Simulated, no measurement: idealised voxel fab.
process module | voxel capacitor over wiring
cross-section cut | 300 nm wide | cells 5 nm
A cross-section is a grid of square cells, given in bands from the top down. A band is one or more rows of cells.
Each band's line starts with the height of the band's top and of its bottom, in nm. Then come its materials from left to right, each with its width in nm. One material with "throughout" fills the band from edge to edge. "air" is empty space.
Height 0 is the level under which the wafer as received is all one material. The lowest band goes on downwards, as in "0 down".
A width such as "30 to 40" changes by the same amount from each row of cells to the next, from the band's top row to its bottom row.
"no change" after a step means that no cell of the cross-section changed.
closed voids: empty space of 8 cells or more with no open way to the top, each as width x height at its distance from the left edge, in nm
after a step's settings: what the simulator itself notes on the step
overlay nm, on a step with a mask: how far to the right of its planned place the mask lay; to the left if negative
plan
1 op RECEIVE | material Si
2 op CONFORMAL_DEP | material SiO2 | thk nm 15
3 op DIRECTIONAL_DEP | material TiN | thk nm 5
4 op DIRECTIONAL_DEP | material W | thk nm 25
5 op PATTERN | tone cover | mask id METAL_1 | material resist | width nm 20 | pitch nm 85 | thk nm 20 | overlay nm 0
6 op DIRECTIONAL_ETCH | etch materials W | depth nm 25
7 op DIRECTIONAL_ETCH | etch materials TiN | depth nm 5
8 op STRIP | etch materials resist
9 op CONFORMAL_DEP | material SiN | thk nm 5
10 op FILL_DEP | material lowk | thk nm 10
11 op CMP | height nm 45
12 op CONFORMAL_DEP | material SiCN | thk nm 5
13 op DIRECTIONAL_DEP | material lowk | thk nm 15
14 op DIRECTIONAL_DEP | material aC | thk nm 10
15 op PATTERN | tone open | mask id PLUG_1 | material resist | width nm 15 | thk nm 30 | overlay nm 0
16 op DIRECTIONAL_ETCH | etch materials aC | depth nm 10
17 op STRIP | etch materials resist
18 op DIRECTIONAL_ETCH | etch materials lowk | depth nm 15
19 op DIRECTIONAL_ETCH | etch materials SiCN | depth nm 5
20 op STRIP | etch materials aC
21 op EPI | material Ru | thk nm 10
22 op EPI | material Ru | thk nm 10
23 op DIRECTIONAL_DEP | material TiN | thk nm 5
24 op DIRECTIONAL_DEP | material Al2O3 | thk nm 5
25 op DIRECTIONAL_DEP | material TiN | thk nm 10
26 op MASKED_ETCH | tone cover | mask id UPPER_PLATE | width nm 70 | etch materials TiN | depth nm 10 | overlay nm 0
27 op MASKED_ETCH | tone cover | mask id UPPER_PLATE | width nm 70 | etch materials Al2O3 | depth nm 5 | overlay nm 0
28 op DIRECTIONAL_DEP | material aC | thk nm 15
29 op PATTERN | tone cover | mask id LOWER_PLATE | material resist | width nm 80 | thk nm 30 | overlay nm 0
30 op DIRECTIONAL_ETCH | etch materials aC | depth nm 15
31 op STRIP | etch materials resist
32 op DIRECTIONAL_ETCH | etch materials TiN | depth nm 5
33 op STRIP | etch materials aC
34 op FILL_DEP | material SiO2 | thk nm 20
35 op CMP | height nm 100
36 op MASKED_ETCH | tone open | mask id PLUG_2 | width nm 15 | etch materials SiO2 | depth nm 15 | overlay nm 0
37 op CONFORMAL_DEP | material TiN | thk nm 5
38 op FILL_DEP | material Ru | thk nm 10
39 op CMP | height nm 100
40 op CONFORMAL_DEP | material SiN | thk nm 5
as received, after step 1
  0 down: Si throughout
  closed voids: none
first wafer at the end, as planned
  105 to 100: SiN throughout
  100 to 90: SiO2 110 | TiN 5 | Ru 5 | TiN 5 | SiO2 175
  90 to 85: SiO2 110 | TiN 15 | SiO2 175
  85 to 75: SiO2 100 | TiN 70 | SiO2 130
  75 to 70: SiO2 100 | Al2O3 70 | SiO2 130
  70 to 65: SiO2 95 | TiN 80 | SiO2 125
  65 to 50: lowk 100 | Ru 15 | lowk 185
  50 to 45: SiCN 100 | Ru 15 | SiCN 185
  45 to 20: lowk 90 | SiN 5 | W 20 | SiN 5 | lowk 55 | SiN 5 | W 20 | SiN 5 | lowk 95
  20 to 15: SiN 95 | TiN 20 | SiN 65 | TiN 20 | SiN 100
  15 to 0: SiO2 throughout
  0 down: Si throughout
  closed voids: none
second wafer at the end: like start, like plan, one mistake
  105 to 100: SiN throughout
  100 to 95: SiO2 110 | TiN 15 | SiO2 175
  95 to 85: SiO2 100 | TiN 70 | SiO2 130
  85 to 80: SiO2 100 | Al2O3 70 | SiO2 130
  80 to 70: Ru throughout
  70 to 65: TiN 100 | Ru 15 | TiN 185
  65 to 60: lowk 100 | Ru 15 | lowk 185
  60 to 55: lowk 100 | TiN 15 | lowk 185
  55 to 50: lowk 100 | Ru 15 | lowk 185
  50 to 45: SiCN 100 | Ru 15 | SiCN 185
  45 to 20: lowk 90 | SiN 5 | W 20 | SiN 5 | lowk 55 | SiN 5 | W 20 | SiN 5 | lowk 95
  20 to 15: SiN 95 | TiN 20 | SiN 65 | TiN 20 | SiN 100
  15 to 0: SiO2 throughout
  0 down: Si throughout
  closed voids: none
what went wrong: steps 22 and 23 were swapped
at the end the second wafer has, in cells: 118 more of Ru | 158 fewer of SiO2 | 40 more of TiN
